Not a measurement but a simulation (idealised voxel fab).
The document below concerns the process module designated voxel air gaps.
This is section cut - it's 250 nm across, gridded in 5 nm square cells.
A cross-section in this document is a grid of square cells, and it is written down as bands, the top band listed before the ones below it; a band is made up of one or more rows of cells. Read a band's entry like this: the first values are the height of its top and the height of its bottom in nm, and what follows is the sequence of materials from left to right, each with its width in nm. Note that "blank" is empty space, and that a single material marked "edge to edge" reaches across the band from edge to edge. Heights are expressed relative to 0, this being the level below which the as-received wafer comprises one material exclusively. The lowest band is unbounded in the downward direction and is denoted as in "0..down". The width entry "30..40" should be interpreted row by row: the top row of cells in the band takes the first number, the bottom row takes the second number, and the change between adjacent rows is uniform throughout. No cell of the cross-section changed in a step that is given as "left unchanged". Basically, "Enclosed cavity list" tells you about the enclosed voids: empty spaces with no open way to the top, 8 cells or bigger, each written width x height at distance, where distance is from the left edge, all in nm. Read whatever lies past the settings on a step's line as the simulator's own remark about the step. On any step carrying a mask, the "overlay nm" setting, if present on the step's line, tells how far right of its planned place the mask lay; negative values point to the left.
**Listed below are the process steps as planned**
1) RECEIVE | material Si
2) CONFORMAL_DEP | material SiO2 | thk nm 10
3) CONFORMAL_DEP | material SiN | thk nm 5
4) DIRECTIONAL_DEP | material SiO2 | thk nm 30
5) PATTERN | tone open | mask id LINES | material resist | width nm 25 | pitch nm 55 | thk nm 20 | overlay nm 0
6) DIRECTIONAL_ETCH | etch materials SiO2 | depth nm 30
7) STRIP | etch materials resist
8) CONFORMAL_DEP | material TiN | thk nm 5
9) FILL_DEP | material W | thk nm 5
10) CMP | height nm 45
11) EPI | material Ru | thk nm 10
12) SELECTIVE_ETCH | etch materials SiO2 | depth nm 40
13) CONFORMAL_DEP | material SiCN | thk nm 5
**Wafer, first of two, run as planned**
**Here's what the wafer looked like in cross-section when it arrived - that's after step 1**
- 0..down  Si edge to edge
- Enclosed cavity list: none
**Step 2 complete: cross-section through the wafer**
- 10..0  SiO2 edge to edge
- Under the height 0 nothing was changed.
**Step 3 complete: cross-section through the wafer**
- 15..10  SiN edge to edge
- Under the height 10 nothing was changed.
**Step 4 complete: cross-section through the wafer**
- 45..15  SiO2 edge to edge
- Under the height 15 nothing was changed.
**Step 5 complete: cross-section through the wafer**
- 65..45  resist (30) | blank (25) | resist (30) | blank (25) | resist (30) | blank (25) | resist (30) | blank (25) | resist (30)
- Under the height 45 nothing was changed.
**Step 6 complete: cross-section through the wafer**
- 65..45  resist (30) | blank (25) | resist (30) | blank (25) | resist (30) | blank (25) | resist (30) | blank (25) | resist (30)
- 45..15  SiO2 (30) | blank (25) | SiO2 (30) | blank (25) | SiO2 (30) | blank (25) | SiO2 (30) | blank (25) | SiO2 (30)
- Under the height 15 nothing was changed.
**Step 7 complete: cross-section through the wafer**
- 45..15  SiO2 (30) | blank (25) | SiO2 (30) | blank (25) | SiO2 (30) | blank (25) | SiO2 (30) | blank (25) | SiO2 (30)
- Under the height 15 nothing was changed.
**Step 8 complete: cross-section through the wafer**
- 50..45  TiN (35) | blank (15) | TiN (40) | blank (15) | TiN (40) | blank (15) | TiN (40) | blank (15) | TiN (35)
- 45..20  SiO2 (30) | TiN (5) | blank (15) | TiN (5) | SiO2 (30) | TiN (5) | blank (15) | TiN (5) | SiO2 (30) | TiN (5) | blank (15) | TiN (5) | SiO2 (30) | TiN (5) | blank (15) | TiN (5) | SiO2 (30)
- 20..15  SiO2 (30) | TiN (25) | SiO2 (30) | TiN (25) | SiO2 (30) | TiN (25) | SiO2 (30) | TiN (25) | SiO2 (30)
- Under the height 15 nothing was changed.
**Step 9 complete: cross-section through the wafer**
- 55..50  W edge to edge
- 50..45  TiN (35) | W (15) | TiN (40) | W (15) | TiN (40) | W (15) | TiN (40) | W (15) | TiN (35)
- 45..20  SiO2 (30) | TiN (5) | W (15) | TiN (5) | SiO2 (30) | TiN (5) | W (15) | TiN (5) | SiO2 (30) | TiN (5) | W (15) | TiN (5) | SiO2 (30) | TiN (5) | W (15) | TiN (5) | SiO2 (30)
- Under the height 20 nothing was changed.
**Step 10 complete: cross-section through the wafer**
- 45..20  SiO2 (30) | TiN (5) | W (15) | TiN (5) | SiO2 (30) | TiN (5) | W (15) | TiN (5) | SiO2 (30) | TiN (5) | W (15) | TiN (5) | SiO2 (30) | TiN (5) | W (15) | TiN (5) | SiO2 (30)
- Under the height 20 nothing was changed.
**Step 11 complete: cross-section through the wafer**
- 55..45  blank (20) | Ru (45) | blank (10) | Ru (45) | blank (10) | Ru (45) | blank (10) | Ru (45) | blank (20)
- Under the height 45 nothing was changed.
**Step 12 complete: cross-section through the wafer**
- 55..45  blank (20) | Ru (45) | blank (10) | Ru (45) | blank (10) | Ru (45) | blank (10) | Ru (45) | blank (20)
- 45..20  blank (30) | TiN (5) | W (15) | TiN (5) | blank (30) | TiN (5) | W (15) | TiN (5) | blank (30) | TiN (5) | W (15) | TiN (5) | blank (30) | TiN (5) | W (15) | TiN (5) | blank (30)
- 20..15  blank (30) | TiN (25) | blank (30) | TiN (25) | blank (30) | TiN (25) | blank (30) | TiN (25) | blank (30)
- Under the height 15 nothing was changed.
**Step 13 complete: cross-section through the wafer**
- 60..55  blank (15) | SiCN (220) | blank (15)
- 55..45  blank (15) | SiCN (5) | Ru (45) | SiCN (10) | Ru (45) | SiCN (10) | Ru (45) | SiCN (10) | Ru (45) | SiCN (5) | blank (15)
- 45..40  blank (15) | SiCN (15) | TiN (5) | W (15) | TiN (5) | SiCN (30) | TiN (5) | W (15) | TiN (5) | SiCN (30) | TiN (5) | W (15) | TiN (5) | SiCN (30) | TiN (5) | W (15) | TiN (5) | SiCN (15) | blank (15)
- 40..20  blank (25) | SiCN (5) | TiN (5) | W (15) | TiN (5) | SiCN (5) | blank (20) | SiCN (5) | TiN (5) | W (15) | TiN (5) | SiCN (5) | blank (20) | SiCN (5) | TiN (5) | W (15) | TiN (5) | SiCN (5) | blank (20) | SiCN (5) | TiN (5) | W (15) | TiN (5) | SiCN (5) | blank (25)
- 20..15  SiCN (30) | TiN (25) | SiCN (30) | TiN (25) | SiCN (30) | TiN (25) | SiCN (30) | TiN (25) | SiCN (30)
- Under the height 15 nothing was changed.
- Enclosed cavity list: 20 x 20 at 60; 20 x 20 at 115; 20 x 20 at 170
**Wafer two of two - same starting point, same process plan, one mistake in execution; matches wafer one up to and including step 8**
**Here is the second wafer in cross-section at the point where step 9 of the plan should have been done**
- 55..50  SiN edge to edge
- 50..45  TiN (35) | SiN (15) | TiN (40) | SiN (15) | TiN (40) | SiN (15) | TiN (40) | SiN (15) | TiN (35)
- 45..20  SiO2 (30) | TiN (5) | SiN (15) | TiN (5) | SiO2 (30) | TiN (5) | SiN (15) | TiN (5) | SiO2 (30) | TiN (5) | SiN (15) | TiN (5) | SiO2 (30) | TiN (5) | SiN (15) | TiN (5) | SiO2 (30)
- Under the height 20 nothing was changed.
**Here is the second wafer in cross-section at the point where step 10 of the plan should have been done**
- 45..20  SiO2 (30) | TiN (5) | SiN (15) | TiN (5) | SiO2 (30) | TiN (5) | SiN (15) | TiN (5) | SiO2 (30) | TiN (5) | SiN (15) | TiN (5) | SiO2 (30) | TiN (5) | SiN (15) | TiN (5) | SiO2 (30)
- Under the height 20 nothing was changed.
**Here is the second wafer in cross-section at the point where step 11 of the plan should have been done**
- 55..45  blank (20) | Ru (45) | blank (10) | Ru (45) | blank (10) | Ru (45) | blank (10) | Ru (45) | blank (20)
- Under the height 45 nothing was changed.
**Here is the second wafer in cross-section at the point where step 12 of the plan should have been done**
- 55..45  blank (20) | Ru (45) | blank (10) | Ru (45) | blank (10) | Ru (45) | blank (10) | Ru (45) | blank (20)
- 45..20  blank (30) | TiN (5) | SiN (15) | TiN (5) | blank (30) | TiN (5) | SiN (15) | TiN (5) | blank (30) | TiN (5) | SiN (15) | TiN (5) | blank (30) | TiN (5) | SiN (15) | TiN (5) | blank (30)
- 20..15  blank (30) | TiN (25) | blank (30) | TiN (25) | blank (30) | TiN (25) | blank (30) | TiN (25) | blank (30)
- Under the height 15 nothing was changed.
**Here is the second wafer in cross-section at the point where step 13 of the plan should have been done**
- 60..55  blank (15) | SiCN (220) | blank (15)
- 55..45  blank (15) | SiCN (5) | Ru (45) | SiCN (10) | Ru (45) | SiCN (10) | Ru (45) | SiCN (10) | Ru (45) | SiCN (5) | blank (15)
- 45..40  blank (15) | SiCN (15) | TiN (5) | SiN (15) | TiN (5) | SiCN (30) | TiN (5) | SiN (15) | TiN (5) | SiCN (30) | TiN (5) | SiN (15) | TiN (5) | SiCN (30) | TiN (5) | SiN (15) | TiN (5) | SiCN (15) | blank (15)
- 40..20  blank (25) | SiCN (5) | TiN (5) | SiN (15) | TiN (5) | SiCN (5) | blank (20) | SiCN (5) | TiN (5) | SiN (15) | TiN (5) | SiCN (5) | blank (20) | SiCN (5) | TiN (5) | SiN (15) | TiN (5) | SiCN (5) | blank (20) | SiCN (5) | TiN (5) | SiN (15) | TiN (5) | SiCN (5) | blank (25)
- 20..15  SiCN (30) | TiN (25) | SiCN (30) | TiN (25) | SiCN (30) | TiN (25) | SiCN (30) | TiN (25) | SiCN (30)
- Under the height 15 nothing was changed.
- Enclosed cavity list: 20 x 20 at 60; 20 x 20 at 115; 20 x 20 at 170
Run error: step 9 ran differently from the plan; actual operation with settings: FILL_DEP | material SiN | thk nm 5
End check, counted in cells, second wafer has more or fewer of these materials than the first: SiN: 60 more, W: 60 fewer
